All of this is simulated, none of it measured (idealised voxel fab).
Name of the process module below: voxel ribs on slabs
Each square cell in cross-section cut measures 5 nm, and the section as a whole is 190 nm wide.
Format of a cross-section: grid, square cells. Given as bands. Order: top down. Band: one or more rows of cells. Heads up on the band format: heights come first, top then bottom, in nm. After that it's the materials left to right, each with its width in nm. A single material flagged "all across" fills the whole band edge to edge, and "blank" means there's empty space there. Heights are expressed relative to 0, this being the level below which the as-received wafer comprises one material exclusively. The lowest band is unbounded in the downward direction and is denoted as in "from 0 down". Read "30->40" as a graded width: first number on top, second number at the bottom, same change between each pair of neighbouring rows. The designation "no modification", where it is given for a processing step, indicates that no cell of the cross-section was altered in the course of that step. If an empty space has no open way to the top and is at least 8 cells in size, "Enclosed internal cavities" lists it, written width x height at distance, where distance is measured from the left edge and every value is in nm. That trailing text on a step's line, after the settings, is the simulator's own remark on the step. overlay nm, on a step with a mask: how far to the right of its planned place the mask lay; to the left if negative.
Below is the list of planned process steps
1: RECEIVE | material Si
2: DIRECTIONAL_DEP | material SiO2 | thk nm 25
3: DIRECTIONAL_DEP | material polySi | thk nm 25
4: DIRECTIONAL_DEP | material aC | thk nm 15
5: PATTERN | tone cover | mask id RIB | material resist | width nm 30 | thk nm 35 | overlay nm 0
6: DIRECTIONAL_ETCH | etch materials aC | depth nm 15
7: STRIP | etch materials resist
8: DIRECTIONAL_ETCH | etch materials polySi | depth nm 10
9: STRIP | etch materials aC
10: MASKED_ETCH | tone cover | mask id SLAB | width nm 90 | etch materials polySi | depth nm 15 | overlay nm 0
11: FILL_DEP | material SiO2 | thk nm 20
12: CMP | height nm 65
13: DIRECTIONAL_DEP | material W | thk nm 5
14: PATTERN | tone cover | mask id HEATER | material resist | width nm 40 | thk nm 15 | overlay nm 0
15: DIRECTIONAL_ETCH | etch materials W | depth nm 5
16: STRIP | etch materials resist
17: CONFORMAL_DEP | material SiO2 | thk nm 5
Cross-section of the wafer upon arrival, representing the state reached after step 1
* from 0 down | Si all across
* Enclosed internal cavities: none
End state of the module in cross-section, given the above starting point and plan and one mistake in execution
* from 70 to 65 | blank 75  W 40  blank 75
* from 65 to 50 | SiO2 all across
* from 50 to 40 | SiO2 80  polySi 30  SiO2 80
* from 40 to 25 | SiO2 50  polySi 90  SiO2 50
* from 25 to 0 | SiO2 all across
* from 0 down | Si all across
* Enclosed internal cavities: none
Want to know what went wrong? step 17 of the plan was omitted and not executed
